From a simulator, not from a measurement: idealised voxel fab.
The following is a process module called voxel double patterning.
Section cut is 185 nm wide and gridded with 5 nm square cells.
Bands, listed from the top down, are how a cross-section gets written in this document; the cross-section itself is a grid of square cells, and a band is one or more rows of them. Read a band's entry like this: the first values are the height of its top and the height of its bottom in nm, and what follows is the sequence of materials from left to right, each with its width in nm. Note that "air" is empty space, and that a single material marked "throughout" reaches across the band from edge to edge. Heights from 0 (as-received wafer is one material below). Bottom band endless downward, as "0..down". Per-row width for "30 to 40": begins at first number (top row of band), ends at second number (bottom row), increment between rows held constant. Take "identical to before" at face value: in the step it is given for, the cross-section changed in none of its cells. "Enclosed void inventory" contains a list of empty spaces, each no smaller than 8 cells and without an open way to the top, written in the form width x height at distance with the distance from the left edge and all three in nm. If you see something after the settings on a step's line, that's the simulator's own remark about that step. overlay nm: how far to the right of its planned place the mask lay on this masked step (negative: to the left).

Plan:
| 1 | RECEIVE with material Si |
| 2 | CONFORMAL_DEP with material SiO2, thk nm 5 |
| 3 | DIRECTIONAL_DEP with material TiN, thk nm 15 |
| 4 | DIRECTIONAL_DEP with material SiN, thk nm 10 |
| 5 | DIRECTIONAL_DEP with material aC, thk nm 15 |
| 6 | PATTERN with tone open, mask id FIRST, material resist, width nm 15, pitch nm 50, thk nm 30, overlay nm 0 |
| 7 | DIRECTIONAL_ETCH with etch materials aC, depth nm 15 |
| 8 | STRIP with etch materials resist |
| 9 | DIRECTIONAL_ETCH with etch materials SiN, depth nm 10 |
| 10 | STRIP with etch materials aC |
| 11 | PATTERN with tone open, mask id SECOND, material resist, width nm 15, pitch nm 50, thk nm 20, overlay nm 0 |
| 12 | DIRECTIONAL_ETCH with etch materials SiN, depth nm 10 |
| 13 | STRIP with etch materials resist |
| 14 | DIRECTIONAL_ETCH with etch materials TiN, depth nm 15 |
| 15 | STRIP with etch materials SiN |

First wafer, two in total, run as planned:

Here's what the wafer looked like in cross-section when it arrived - that's after step 1:
	0..down: Si throughout
	Enclosed void inventory: none

Wafer after step 2 (cross-section):
	5..0: SiO2 throughout
	Lower than 0, everything is as it was.

Wafer after step 3 (cross-section):
	20..5: TiN throughout
	Lower than 5, everything is as it was.

Wafer after step 4 (cross-section):
	30..20: SiN throughout
	Lower than 20, everything is as it was.

Wafer after step 5 (cross-section):
	45..30: aC throughout
	Lower than 30, everything is as it was.

Wafer after step 6 (cross-section):
	75..45: 35 of resist  15 of air  35 of resist  15 of air  35 of resist  15 of air  35 of resist
	Lower than 45, everything is as it was.

Wafer after step 7 (cross-section):
	60..45: 35 of resist  15 of air  35 of resist  15 of air  35 of resist  15 of air  35 of resist
	45..30: 35 of aC  15 of air  35 of aC  15 of air  35 of aC  15 of air  35 of aC
	Lower than 30, everything is as it was.

Wafer after step 8 (cross-section):
	45..30: 35 of aC  15 of air  35 of aC  15 of air  35 of aC  15 of air  35 of aC
	Lower than 30, everything is as it was.

Wafer after step 9 (cross-section):
	45..30: 35 of aC  15 of air  35 of aC  15 of air  35 of aC  15 of air  35 of aC
	30..20: 35 of SiN  15 of air  35 of SiN  15 of air  35 of SiN  15 of air  35 of SiN
	Lower than 20, everything is as it was.

Wafer after step 10 (cross-section):
	30..20: 35 of SiN  15 of air  35 of SiN  15 of air  35 of SiN  15 of air  35 of SiN
	Lower than 20, everything is as it was.

Wafer after step 11 (cross-section):
	50..30: 60 of resist  15 of air  35 of resist  15 of air  60 of resist
	30..20: 35 of SiN  15 of resist  35 of SiN  15 of resist  35 of SiN  15 of resist  35 of SiN
	Lower than 20, everything is as it was.

Wafer after step 12 (cross-section):
	50..30: 60 of resist  15 of air  35 of resist  15 of air  60 of resist
	30..20: 35 of SiN  15 of resist  10 of SiN  15 of air  10 of SiN  15 of resist  10 of SiN  15 of air  10 of SiN  15 of resist  35 of SiN
	Lower than 20, everything is as it was.

Wafer after step 13 (cross-section):
	30..20: 35 of SiN  15 of air  10 of SiN  15 of air  10 of SiN  15 of air  10 of SiN  15 of air  10 of SiN  15 of air  35 of SiN
	Lower than 20, everything is as it was.

Wafer after step 14 (cross-section):
	30..20: 35 of SiN  15 of air  10 of SiN  15 of air  10 of SiN  15 of air  10 of SiN  15 of air  10 of SiN  15 of air  35 of SiN
	20..5: 35 of TiN  15 of air  10 of TiN  15 of air  10 of TiN  15 of air  10 of TiN  15 of air  10 of TiN  15 of air  35 of TiN
	Lower than 5, everything is as it was.

Wafer after step 15 (cross-section):
	20..5: 35 of TiN  15 of air  10 of TiN  15 of air  10 of TiN  15 of air  10 of TiN  15 of air  10 of TiN  15 of air  35 of TiN
	Lower than 5, everything is as it was.

Second wafer: like start, like plan, one mistake. Through step 10 it matches the first wafer:

When step 11 should have ended:
	50..30: 55 of resist  15 of air  35 of resist  15 of air  65 of resist
	30..20: 35 of SiN  15 of resist  35 of SiN  15 of resist  35 of SiN  15 of resist  35 of SiN
	Lower than 20, everything is as it was.

When step 12 should have ended:
	50..30: 55 of resist  15 of air  35 of resist  15 of air  65 of resist
	30..20: 35 of SiN  15 of resist  5 of SiN  15 of air  15 of SiN  15 of resist  5 of SiN  15 of air  15 of SiN  15 of resist  35 of SiN
	Lower than 20, everything is as it was.

When step 13 should have ended:
	30..20: 35 of SiN  15 of air  5 of SiN  15 of air  15 of SiN  15 of air  5 of SiN  15 of air  15 of SiN  15 of air  35 of SiN
	Lower than 20, everything is as it was.

When step 14 should have ended:
	30..20: 35 of SiN  15 of air  5 of SiN  15 of air  15 of SiN  15 of air  5 of SiN  15 of air  15 of SiN  15 of air  35 of SiN
	20..5: 35 of TiN  15 of air  5 of TiN  15 of air  15 of TiN  15 of air  5 of TiN  15 of air  15 of TiN  15 of air  35 of TiN
	Lower than 5, everything is as it was.

When step 15 should have ended:
	20..5: 35 of TiN  15 of air  5 of TiN  15 of air  15 of TiN  15 of air  5 of TiN  15 of air  15 of TiN  15 of air  35 of TiN
	Lower than 5, everything is as it was.
What was the processing mistake? rather than as planned, step 11 actually ran as PATTERN with tone open, mask id SECOND, material resist, width nm 15, pitch nm 50, thk nm 20, overlay nm -5
Both wafers, final: cells per material equal; arrangement not.
